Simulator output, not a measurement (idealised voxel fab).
Presented below is a process module, voxel capacitor over wiring.
Cross-section cut: width 285 nm, square cells of 5 nm.
This document writes a cross-section as a grid whose cells are square, and gives it as bands, listed from the top down; one or more rows of cells form a band. A band entry consists of two parts. The first gives the height of the band's top and the height of its bottom, in nm. The rest lists the band's materials from left to right, each with its width in nm. A single material labelled with the word "full width" fills the band from edge to edge, and the word "air" marks empty space. A quick word on heights: they are counted from 0, and under that level the wafer as it came to us is one material throughout. The lowest band is different from the rest in having no bottom; it simply continues downward, written as in "top 0, no bottom". Note: "30..40" means the width goes from the first number (top row of the band) to the second number (bottom row) in equal steps per row of cells. It should be understood that the words "no modification", when stated for a given step, signify that the cross-section underwent no change in any of its cells during that step. "Sealed void listing" - sealed voids, min. 8 cells, no opening to top; format: width x height at distance (distance from left edge; nm throughout). Past the settings on a step's line: simulator remark, on that step. overlay nm: step with mask; distance mask lay right of planned place; negative value = left of planned place.

Below is the list of planned process steps
1 RECEIVE, material Si
2 CONFORMAL_DEP, material SiO2, thk nm 10
3 DIRECTIONAL_DEP, material TiN, thk nm 5
4 DIRECTIONAL_DEP, material Ru, thk nm 15
5 PATTERN, tone cover, mask id METAL_1, material resist, width nm 30, pitch nm 80, thk nm 20, overlay nm 0
6 DIRECTIONAL_ETCH, etch materials Ru, depth nm 15
7 DIRECTIONAL_ETCH, etch materials TiN, depth nm 5
8 STRIP, etch materials resist
9 CONFORMAL_DEP, material SiN, thk nm 5
10 FILL_DEP, material lowk, thk nm 5
11 CMP, height nm 30
12 CONFORMAL_DEP, material SiCN, thk nm 5
13 DIRECTIONAL_DEP, material SiO2, thk nm 10
14 MASKED_ETCH, tone open, mask id PLUG_1, width nm 15, etch materials SiO2, depth nm 10, overlay nm 0
15 MASKED_ETCH, tone open, mask id PLUG_1, width nm 15, etch materials SiCN, depth nm 5, overlay nm 0
16 EPI, material Ru, thk nm 10
17 EPI, material Ru, thk nm 5
18 DIRECTIONAL_DEP, material TiN, thk nm 10
19 DIRECTIONAL_DEP, material Al2O3, thk nm 5
20 DIRECTIONAL_DEP, material TiN, thk nm 10
21 PATTERN, tone cover, mask id UPPER_PLATE, material resist, width nm 55, thk nm 20, overlay nm 0
22 DIRECTIONAL_ETCH, etch materials TiN, depth nm 10
23 DIRECTIONAL_ETCH, etch materials Al2O3, depth nm 5
24 STRIP, etch materials resist
25 MASKED_ETCH, tone cover, mask id LOWER_PLATE, width nm 65, etch materials TiN, depth nm 10, overlay nm 0
26 FILL_DEP, material SiO2, thk nm 15
27 CMP, height nm 80
28 DIRECTIONAL_DEP, material aC, thk nm 10
29 PATTERN, tone open, mask id PLUG_2, material resist, width nm 15, thk nm 30, overlay nm 0
30 DIRECTIONAL_ETCH, etch materials aC, depth nm 10
31 STRIP, etch materials resist
32 DIRECTIONAL_ETCH, etch materials SiO2, depth nm 10
33 STRIP, etch materials aC
34 CONFORMAL_DEP, material TiN, thk nm 5
35 FILL_DEP, material Ru, thk nm 5
36 CMP, height nm 80
37 CONFORMAL_DEP, material SiCN, thk nm 5

Here's what the wafer looked like in cross-section when it arrived - that's after step 1
- top 0, no bottom: Si full width
- Sealed void listing: none

Module complete - cross-section of the first of two wafers, run according to plan
- top 85, bottom 80: SiCN full width
- top 80, bottom 75: SiO2 110 nm  TiN 5 nm  Ru 5 nm  TiN 5 nm  SiO2 160 nm
- top 75, bottom 70: SiO2 110 nm  TiN 15 nm  SiO2 160 nm
- top 70, bottom 60: SiO2 100 nm  TiN 55 nm  SiO2 130 nm
- top 60, bottom 55: SiO2 100 nm  Al2O3 55 nm  SiO2 130 nm
- top 55, bottom 45: SiO2 95 nm  TiN 65 nm  SiO2 125 nm
- top 45, bottom 35: SiO2 100 nm  Ru 15 nm  SiO2 170 nm
- top 35, bottom 30: SiCN 100 nm  Ru 15 nm  SiCN 170 nm
- top 30, bottom 15: lowk 80 nm  SiN 5 nm  Ru 30 nm  SiN 5 nm  lowk 40 nm  SiN 5 nm  Ru 30 nm  SiN 5 nm  lowk 85 nm
- top 15, bottom 10: SiN 85 nm  TiN 30 nm  SiN 50 nm  TiN 30 nm  SiN 90 nm
- top 10, bottom 0: SiO2 full width
- top 0, no bottom: Si full width
- Sealed void listing: none

End of module, second wafer, cross-section. Started like the first, planned like the first, run with one mistake
- top 85, bottom 80: SiCN full width
- top 80, bottom 75: SiO2 110 nm  TiN 5 nm  Ru 5 nm  TiN 5 nm  SiO2 160 nm
- top 75, bottom 70: SiO2 110 nm  TiN 15 nm  SiO2 160 nm
- top 70, bottom 65: SiO2 full width
- top 65, bottom 60: SiO2 100 nm  TiN 55 nm  SiO2 130 nm
- top 60, bottom 55: SiO2 100 nm  Al2O3 55 nm  SiO2 130 nm
- top 55, bottom 45: SiO2 95 nm  TiN 65 nm  SiO2 125 nm
- top 45, bottom 35: SiO2 100 nm  Ru 15 nm  SiO2 170 nm
- top 35, bottom 30: SiCN 100 nm  Ru 15 nm  SiCN 170 nm
- top 30, bottom 15: lowk 80 nm  SiN 5 nm  Ru 30 nm  SiN 5 nm  lowk 40 nm  SiN 5 nm  Ru 30 nm  SiN 5 nm  lowk 85 nm
- top 15, bottom 10: SiN 85 nm  TiN 30 nm  SiN 50 nm  TiN 30 nm  SiN 90 nm
- top 10, bottom 0: SiO2 full width
- top 0, no bottom: Si full width
- Sealed void listing: none
The plan and the run diverged here: step 20 ran as: DIRECTIONAL_DEP, material TiN, thk nm 5
In the final state, the cell counts of the second wafer exceed or fall short of those of the first for the following materials: SiO2 +11; TiN -11
